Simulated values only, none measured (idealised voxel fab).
process module | voxel self aligned contacts
cross-section cut | 205 nm wide | cells 5 nm
A cross-section is a grid of square cells, given in bands from the top down. A band is one or more rows of cells.
Each band's line starts with the height of the band's top and of its bottom, in nm. Then come its materials from left to right, each with its width in nm. One material with "throughout" fills the band from edge to edge. "air" is empty space.
Height 0 is the level under which the wafer as received is all one material. The lowest band goes on downwards, as in "0 down".
A width such as "30 to 40" changes by the same amount from each row of cells to the next, from the band's top row to its bottom row.
"no change" after a step means that no cell of the cross-section changed.
closed voids: empty space of 8 cells or more with no open way to the top, each as width x height at its distance from the left edge, in nm
after a step's settings: what the simulator itself notes on the step
overlay nm, on a step with a mask: how far to the right of its planned place the mask lay; to the left if negative
plan
1 op RECEIVE | material Si
2 op CONFORMAL_DEP | material SiO2 | thk nm 5
3 op DIRECTIONAL_DEP | material polySi | thk nm 25
4 op DIRECTIONAL_DEP | material SiN | thk nm 20
5 op PATTERN | tone cover | mask id GATE | material resist | width nm 25 | pitch nm 50 | thk nm 15 | overlay nm 0
6 op DIRECTIONAL_ETCH | etch materials SiN | depth nm 20
7 op DIRECTIONAL_ETCH | etch materials polySi | depth nm 25
8 op STRIP | etch materials resist
9 op CONFORMAL_DEP | material SiN | thk nm 5
10 op DIRECTIONAL_ETCH | etch materials SiN | depth nm 5
11 op FILL_DEP | material SiO2 | thk nm 20
12 op CMP | height nm 60
13 op DIRECTIONAL_DEP | material aC | thk nm 15
14 op PATTERN | tone open | mask id CONTACT | material resist | width nm 35 | pitch nm 50 | thk nm 30 | overlay nm 0
15 op DIRECTIONAL_ETCH | etch materials aC | depth nm 15
16 op STRIP | etch materials resist
17 op DIRECTIONAL_ETCH | etch materials SiO2 | depth nm 60
18 op STRIP | etch materials aC
19 op CONFORMAL_DEP | material TiN | thk nm 5
20 op FILL_DEP | material W | thk nm 5
21 op CMP | height nm 60
22 op CONFORMAL_DEP | material SiN | thk nm 5
as received, after step 1
  0 down: Si throughout
  closed voids: none
a wafer at the end: this start, this plan, one mistake
  65 to 60: SiN throughout
  60 to 55: SiO2 60 | TiN 5 | W 25 | TiN 5 | SiO2 15 | TiN 5 | W 25 | TiN 5 | SiO2 60
  55 to 50: SiO2 60 | TiN 35 | SiO2 15 | TiN 35 | SiO2 60
  50 to 30: SiN 45 | SiO2 15 | SiN 35 | SiO2 15 | SiN 35 | SiO2 15 | SiN 45
  30 to 5: polySi 40 | SiN 5 | SiO2 15 | SiN 5 | polySi 25 | SiN 5 | SiO2 15 | SiN 5 | polySi 25 | SiN 5 | SiO2 15 | SiN 5 | polySi 40
  5 to 0: SiO2 throughout
  0 down: Si throughout
  closed voids: none
what went wrong: step 5 ran as: op PATTERN | tone open | mask id GATE | material resist | width nm 25 | pitch nm 50 | thk nm 15 | overlay nm 0
